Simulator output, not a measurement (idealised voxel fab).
The following is a process module called voxel self aligned vias.
The cross-section shown here is cut; it is 245 nm wide and divided into square cells measuring 5 nm on a side.
Reading order for cross-sections: top band down to bottom band. Underlying form: a grid of square cells. Band size: one or more rows of cells. Band: top and bottom heights (nm) first, top before bottom; then materials from left to right, widths in nm. "edge to edge" marks a sole material filling the band edge to edge. "blank" denotes empty space. Basically, 0 is our baseline, since under it the wafer straight out of the box is all one material. The bottom band has no lower end and keeps on going down, so it looks like "top 0, no bottom". Note: "30 to 40" means the width goes from the first number (top row of the band) to the second number (bottom row) in equal steps per row of cells. Where a step carries "no change occurred", the cross-section came out of it unchanged, cell for cell. If an empty space has no open way to the top and is at least 8 cells in size, "Fully sealed cavities" lists it, written width x height at distance, where distance is measured from the left edge and every value is in nm. Text after the settings on a step's line: the simulator's own remark on that step. overlay nm, on a step with a mask: how far to the right of its planned place the mask lay; to the left if negative.
### Process steps foreseen in the plan
1,RECEIVE: material Si
2,CONFORMAL_DEP: material SiO2, thk nm 10
3,CONFORMAL_DEP: material SiCN, thk nm 5
4,DIRECTIONAL_DEP: material lowk, thk nm 25
5,PATTERN: tone open, mask id LINES, material resist, width nm 30, pitch nm 65, thk nm 15, overlay nm 0
6,DIRECTIONAL_ETCH: etch materials lowk, depth nm 25
7,STRIP: etch materials resist
8,CONFORMAL_DEP: material TiN, thk nm 5
9,FILL_DEP: material Ru, thk nm 10
10,CMP: height nm 40
11,SELECTIVE_ETCH: etch materials W Ru TiN, depth nm 10
12,FILL_DEP: material SiN, thk nm 5
13,CMP: height nm 40
14,DIRECTIONAL_DEP: material lowk, thk nm 15
15,MASKED_ETCH: tone open, mask id VIAS, width nm 40, pitch nm 65, etch materials lowk, depth nm 15, overlay nm 0
16,MASKED_ETCH: tone open, mask id VIAS, width nm 40, pitch nm 65, etch materials SiN, depth nm 10, overlay nm 0
17,CONFORMAL_DEP: material TiN, thk nm 5
18,FILL_DEP: material Ru, thk nm 10
19,CMP: height nm 55
20,CONFORMAL_DEP: material SiN, thk nm 5
### The cross-section here shows the wafer as received, i.e. in its state after step 1
* top 0, no bottom | Si edge to edge
* Fully sealed cavities: none
### Cross-section taken at module completion on the first of two wafers; processed per the plan
* top 60, bottom 55 | SiN edge to edge
* top 55, bottom 45 | 35 of lowk; 5 of TiN; 30 of Ru; 5 of TiN; 25 of lowk; 5 of TiN; 30 of Ru; 5 of TiN; 25 of lowk; 5 of TiN; 30 of Ru; 5 of TiN; 40 of lowk
* top 45, bottom 35 | 35 to 40 of lowk; 10 to 5 of TiN; 20 of Ru; 10 to 5 of TiN; 25 to 35 of lowk; 10 to 5 of TiN; 20 of Ru; 10 to 5 of TiN; 25 to 35 of lowk; 10 to 5 of TiN; 20 of Ru; 10 to 5 of TiN; 40 to 45 of lowk
* top 35, bottom 30 | 40 of lowk; 30 of TiN; 35 of lowk; 30 of TiN; 35 of lowk; 30 of TiN; 45 of lowk
* top 30, bottom 20 | 40 of lowk; 5 of TiN; 20 of Ru; 5 of TiN; 35 of lowk; 5 of TiN; 20 of Ru; 5 of TiN; 35 of lowk; 5 of TiN; 20 of Ru; 5 of TiN; 45 of lowk
* top 20, bottom 15 | 40 of lowk; 30 of TiN; 35 of lowk; 30 of TiN; 35 of lowk; 30 of TiN; 45 of lowk
* top 15, bottom 10 | SiCN edge to edge
* top 10, bottom 0 | SiO2 edge to edge
* top 0, no bottom | Si edge to edge
* Fully sealed cavities: none
### Cross-section, second wafer: same start as the first, same plan as the first, one mistake in running it; taken at the end of the module
* top 60, bottom 55 | SiN edge to edge
* top 55, bottom 35 | 35 of lowk; 5 of TiN; 30 of Ru; 5 of TiN; 25 of lowk; 5 of TiN; 30 of Ru; 5 of TiN; 25 of lowk; 5 of TiN; 30 of Ru; 5 of TiN; 40 of lowk
* top 35, bottom 30 | 35 of lowk; 40 of TiN; 25 of lowk; 40 of TiN; 25 of lowk; 40 of TiN; 40 of lowk
* top 30, bottom 20 | 40 of lowk; 5 of TiN; 20 of Ru; 5 of TiN; 35 of lowk; 5 of TiN; 20 of Ru; 5 of TiN; 35 of lowk; 5 of TiN; 20 of Ru; 5 of TiN; 45 of lowk
* top 20, bottom 15 | 40 of lowk; 30 of TiN; 35 of lowk; 30 of TiN; 35 of lowk; 30 of TiN; 45 of lowk
* top 15, bottom 10 | SiCN edge to edge
* top 10, bottom 0 | SiO2 edge to edge
* top 0, no bottom | Si edge to edge
* Fully sealed cavities: none
So what did we get wrong on this run? heads up, step 15 didn't go per plan, it actually ran as MASKED_ETCH: tone open, mask id VIAS, width nm 40, pitch nm 65, etch materials lowk, depth nm 25, overlay nm 0
Final difference in cells, second wafer against first, listed per material as more or fewer: 12 more of Ru | 12 fewer of lowk
